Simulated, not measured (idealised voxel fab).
Process module name: voxel tone inversion
Each square cell in cross-section cut measures 5 nm, and the section as a whole is 160 nm wide.
Cross-sections here: square-cell grids, written as top-down lists of bands, a band being one or more rows of cells. The band entry comprises the height of the band's top followed by the height of its bottom, expressed in nm, and subsequently the band's materials from left to right, each stated together with its width in nm. Where a single material is marked with the word "everywhere", that material fills the band from edge to edge. The word "air" represents empty space. Height datum 0, below which the as-received substrate wafer is one material. Lowest band open at the bottom, running downward: "0 -> down". The two numbers in a width such as "30->40" mark its ends across the band: the first belongs to the top row of cells, the second to the bottom row, and from each row to the next the width moves by the same amount. Where a step carries "nothing got changed", the cross-section came out of it unchanged, cell for cell. Reported under the label "Closed void roster" are the empty spaces having no open way to the top and comprising 8 cells or more; the notation for each is width x height at distance, in which the distance is measured from the left edge and all three values are in nm. Formally, on a step line, whatever follows the settings is a remark that the simulator itself makes on the step. The setting "overlay nm" may be written on the line of a step. When the step uses a mask, the value reports how far to the right of the planned place the mask lay, and a negative value reports that it lay to the left.

THE PLANNED PROCESS STEPS ARE ENUMERATED HEREUNDER
1) RECEIVE,material Si
2) CONFORMAL_DEP,material SiN,thk nm 10
3) DIRECTIONAL_DEP,material aC,thk nm 15
4) PATTERN,tone cover,mask id POSTS,material resist,width nm 20,pitch nm 50,thk nm 20,overlay nm 0
5) DIRECTIONAL_ETCH,etch materials aC,depth nm 15
6) STRIP,etch materials resist
7) FILL_DEP,material SiO2,thk nm 5
8) CMP,height nm 25
9) STRIP,etch materials aC

OF TWO WAFERS, THE FIRST: RUN ACCORDING TO PLAN

WAFER CROSS-SECTION ON RECEIPT, I.E. AFTER STEP 1
    0 -> down = Si everywhere
    Closed void roster: none

UPON COMPLETION OF STEP 2, THE WAFER APPEARS IN CROSS-SECTION AS SHOWN
    10 -> 0 = SiN everywhere
    Below 0, the layers are the same as they were.

UPON COMPLETION OF STEP 3, THE WAFER APPEARS IN CROSS-SECTION AS SHOWN
    25 -> 10 = aC everywhere
    Below 10, the layers are the same as they were.

UPON COMPLETION OF STEP 4, THE WAFER APPEARS IN CROSS-SECTION AS SHOWN
    45 -> 25 = air 20 nm, then resist 20 nm, then air 30 nm, then resist 20 nm, then air 30 nm, then resist 20 nm, then air 20 nm
    Below 25, the layers are the same as they were.

UPON COMPLETION OF STEP 5, THE WAFER APPEARS IN CROSS-SECTION AS SHOWN
    30 -> 25 = air 20 nm, then resist 20 nm, then air 30 nm, then resist 20 nm, then air 30 nm, then resist 20 nm, then air 20 nm
    25 -> 10 = air 20 nm, then aC 20 nm, then air 30 nm, then aC 20 nm, then air 30 nm, then aC 20 nm, then air 20 nm
    Below 10, the layers are the same as they were.

UPON COMPLETION OF STEP 6, THE WAFER APPEARS IN CROSS-SECTION AS SHOWN
    25 -> 10 = air 20 nm, then aC 20 nm, then air 30 nm, then aC 20 nm, then air 30 nm, then aC 20 nm, then air 20 nm
    Below 10, the layers are the same as they were.

UPON COMPLETION OF STEP 7, THE WAFER APPEARS IN CROSS-SECTION AS SHOWN
    30 -> 25 = SiO2 everywhere
    25 -> 10 = SiO2 20 nm, then aC 20 nm, then SiO2 30 nm, then aC 20 nm, then SiO2 30 nm, then aC 20 nm, then SiO2 20 nm
    Below 10, the layers are the same as they were.

UPON COMPLETION OF STEP 8, THE WAFER APPEARS IN CROSS-SECTION AS SHOWN
    25 -> 10 = SiO2 20 nm, then aC 20 nm, then SiO2 30 nm, then aC 20 nm, then SiO2 30 nm, then aC 20 nm, then SiO2 20 nm
    Below 10, the layers are the same as they were.

UPON COMPLETION OF STEP 9, THE WAFER APPEARS IN CROSS-SECTION AS SHOWN
    25 -> 10 = SiO2 20 nm, then air 20 nm, then SiO2 30 nm, then air 20 nm, then SiO2 30 nm, then air 20 nm, then SiO2 20 nm
    Below 10, the layers are the same as they were.

OKAY, SECOND WAFER. NOTHING DIFFERENT AT THE START, NOTHING DIFFERENT IN THE PLAN, JUST ONE MISTAKE SOMEWHERE IN THE RUNNING. AS FAR AS STEP 3, COUNTING THAT STEP, IT'S THE FIRST WAFER ALL OVER AGAIN

LOOK AT THE SECOND WAFER IN CROSS-SECTION AT THE TIME STEP 4 OUGHT TO HAVE FINISHED
    45 -> 25 = air 15 nm, then resist 20 nm, then air 30 nm, then resist 20 nm, then air 30 nm, then resist 20 nm, then air 25 nm
    Below 25, the layers are the same as they were.

LOOK AT THE SECOND WAFER IN CROSS-SECTION AT THE TIME STEP 5 OUGHT TO HAVE FINISHED
    30 -> 25 = air 15 nm, then resist 20 nm, then air 30 nm, then resist 20 nm, then air 30 nm, then resist 20 nm, then air 25 nm
    25 -> 10 = air 15 nm, then aC 20 nm, then air 30 nm, then aC 20 nm, then air 30 nm, then aC 20 nm, then air 25 nm
    Below 10, the layers are the same as they were.

LOOK AT THE SECOND WAFER IN CROSS-SECTION AT THE TIME STEP 6 OUGHT TO HAVE FINISHED
    25 -> 10 = air 15 nm, then aC 20 nm, then air 30 nm, then aC 20 nm, then air 30 nm, then aC 20 nm, then air 25 nm
    Below 10, the layers are the same as they were.

LOOK AT THE SECOND WAFER IN CROSS-SECTION AT THE TIME STEP 7 OUGHT TO HAVE FINISHED
    30 -> 25 = SiO2 everywhere
    25 -> 10 = SiO2 15 nm, then aC 20 nm, then SiO2 30 nm, then aC 20 nm, then SiO2 30 nm, then aC 20 nm, then SiO2 25 nm
    Below 10, the layers are the same as they were.

LOOK AT THE SECOND WAFER IN CROSS-SECTION AT THE TIME STEP 8 OUGHT TO HAVE FINISHED
    25 -> 10 = SiO2 15 nm, then aC 20 nm, then SiO2 30 nm, then aC 20 nm, then SiO2 30 nm, then aC 20 nm, then SiO2 25 nm
    Below 10, the layers are the same as they were.

LOOK AT THE SECOND WAFER IN CROSS-SECTION AT THE TIME STEP 9 OUGHT TO HAVE FINISHED
    25 -> 10 = SiO2 15 nm, then air 20 nm, then SiO2 30 nm, then air 20 nm, then SiO2 30 nm, then air 20 nm, then SiO2 25 nm
    Below 10, the layers are the same as they were.
Diagnosis: step 4 changed vs plan, executed as PATTERN,tone cover,mask id POSTS,material resist,width nm 20,pitch nm 50,thk nm 20,overlay nm -5
When the process is done, the second wafer contains the same cell count of every material as the first wafer, but distributed over other locations.
